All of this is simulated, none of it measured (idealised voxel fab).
Module name: voxel air gaps (process module)
Section cut is 185 nm wide and gridded with 5 nm square cells.
Notation: cross-section as square-cell grid; stated in bands, top first, going down; one or more cell rows per band.
Band entry format. Leading values: height of top, height of bottom, nm. Remainder: materials in left-to-right order, each with its width in nm. Special words: "all across" on a single material, which then fills the band edge to edge; "air", empty space.
All heights in this document are referenced to 0, defined as the level beneath which the wafer, as received, consists entirely of one material. The lowest band is not bounded below; it extends indefinitely downward and is written in the form "0 down".
With a width like "30..40", each row of cells in the band differs from the next by the same amount, the top row carrying the first number and the bottom row the second.
Take "nothing was modified" at face value: in the step it is given for, the cross-section changed in none of its cells.
For the entry "Closed void listing", the listed items are empty spaces with no open way to the top whose size is 8 cells or more; each item follows the pattern width x height at distance, where distance is from the left edge and all three are in nm.
Anything after a step's settings on that line? It's the simulator's own note about the step.
overlay nm: right-of-plan distance of the mask on a masked step; negative values mean left-of-plan.

LISTED BELOW ARE THE PROCESS STEPS AS PLANNED
1: RECEIVE (material Si)
2: CONFORMAL_DEP (material SiO2; thk nm 10)
3: CONFORMAL_DEP (material SiN; thk nm 5)
4: DIRECTIONAL_DEP (material lowk; thk nm 30)
5: PATTERN (tone open; mask id LINES; material resist; width nm 15; pitch nm 45; thk nm 15; overlay nm 0)
6: DIRECTIONAL_ETCH (etch materials lowk; depth nm 30)
7: STRIP (etch materials resist)
8: CONFORMAL_DEP (material TiN; thk nm 5)
9: FILL_DEP (material W; thk nm 10)
10: CMP (height nm 45)
11: EPI (material Ru; thk nm 10)
12: SELECTIVE_ETCH (etch materials lowk; depth nm 40)
13: CONFORMAL_DEP (material SiN; thk nm 5)
Across this set of wafers, the varied parameter is the width nm of step 5. Starting conditions are identical for every wafer, and the plan reports the value assigned to the first wafer.

THE FIRST OF SEVERAL WAFERS, AS RECEIVED AFTER STEP 1, SEEN IN SECTION
  0 down: Si all across
  Closed void listing: none

PER-WAFER ROWS BELOW. FOR EACH MATERIAL: CELLS GAINED (+) OR LOST (-) SINCE THE WAFER WAS RECEIVED, AS OF END OF MODULE. THEN: CLOSED VOIDS
width nm 15; +42 Ru; +146 SiN; +74 SiO2; +39 TiN; +15 W; Closed void listing: 20 x 20 at 60; 20 x 20 at 105
width nm 20; +48 Ru; +138 SiN; +74 SiO2; +42 TiN; +30 W; Closed void listing: 15 x 20 at 60; 15 x 20 at 105
width nm 25; +54 Ru; +98 SiN; +74 SiO2; +45 TiN; +45 W; +48 lowk; Closed void listing: none
width nm 30; +56 Ru; +98 SiN; +74 SiO2; +48 TiN; +60 W; +36 lowk; Closed void listing: none
